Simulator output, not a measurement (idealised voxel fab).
Process module under the name voxel self aligned contacts
For reference, the cross-section in this document is cut, with width 210 nm and square cells of 5 nm.
A cross-section is a grid of square cells, given in bands from the top down. A band is one or more rows of cells. The band entry comprises the height of the band's top followed by the height of its bottom, expressed in nm, and subsequently the band's materials from left to right, each stated together with its width in nm. Where a single material is marked with the word "full width", that material fills the band from edge to edge. The word "air" represents empty space. We count height from 0. Below that, the starting wafer is all one material. The lowest band never ends at the bottom but goes on down; see "0..down" for how that is written. So if you see something like "30..40" for the width, read it as the top row of the band sitting at the first number and the bottom row at the second, with every row in between moving by the same amount as the last. Step marked "remains unaltered"? Then no cell in the cross-section changed in it. "Trapped void list": sealed empty spaces, 8 cells or more, no open way to top, listed width x height at distance, with distance from the left edge and width, height and distance in nm. Text after the settings on a step's line: the simulator's own remark on that step. "overlay nm" on a masked step: distance the mask lay right of its planned place, negative for left.
-- Intended process steps
1: RECEIVE (material Si)
2: OXIDIZE (depth nm 5)
3: DIRECTIONAL_DEP (material polySi; thk nm 30)
4: DIRECTIONAL_DEP (material SiN; thk nm 15)
5: DIRECTIONAL_DEP (material aC; thk nm 10)
6: PATTERN (tone cover; mask id GATE; material resist; width nm 25; pitch nm 55; thk nm 25; overlay nm 0)
7: DIRECTIONAL_ETCH (etch materials aC; depth nm 10)
8: STRIP (etch materials resist)
9: DIRECTIONAL_ETCH (etch materials SiN; depth nm 15)
10: DIRECTIONAL_ETCH (etch materials polySi; depth nm 30)
11: STRIP (etch materials aC)
12: CONFORMAL_DEP (material SiN; thk nm 5)
13: DIRECTIONAL_ETCH (etch materials SiN; depth nm 5)
14: FILL_DEP (material SiO2; thk nm 15)
15: CMP (height nm 55)
16: PATTERN (tone open; mask id CONTACT; material resist; width nm 40; pitch nm 55; thk nm 20; overlay nm 0)
17: DIRECTIONAL_ETCH (etch materials SiO2; depth nm 60)
18: STRIP (etch materials resist)
19: CONFORMAL_DEP (material TiN; thk nm 5)
20: FILL_DEP (material Ru; thk nm 10)
21: CMP (height nm 55)
22: CONFORMAL_DEP (material SiN; thk nm 5)
-- as received, after step 1
- 0..down | Si full width
- Trapped void list: none
-- What the wafer looks like in cross-section after this module, when it starts as shown above and follows the plan above but one mistake is made in running it
- 60..55 | SiN full width
- 55..45 | SiO2: 55 / TiN: 5..15 / Ru: 30..10 / TiN: 5..15 / SiO2: 15 / TiN: 5..15 / Ru: 30..10 / TiN: 5..15 / SiO2: 60
- 45..30 | SiO2: 30 / SiN: 35 / TiN: 5 / Ru: 10 / TiN: 5 / SiN: 35 / TiN: 5 / Ru: 10 / TiN: 5 / SiN: 35 / SiO2: 35
- 30..25 | SiO2: 65 / TiN: 20 / SiO2: 35 / TiN: 20 / SiO2: 70
- 25..0 | polySi full width
- 0..down | Si full width
- Trapped void list: none
It is concluded that the wafer was processed incorrectly with respect to the plan, in that steps 2 and 3: order swapped relative to plan
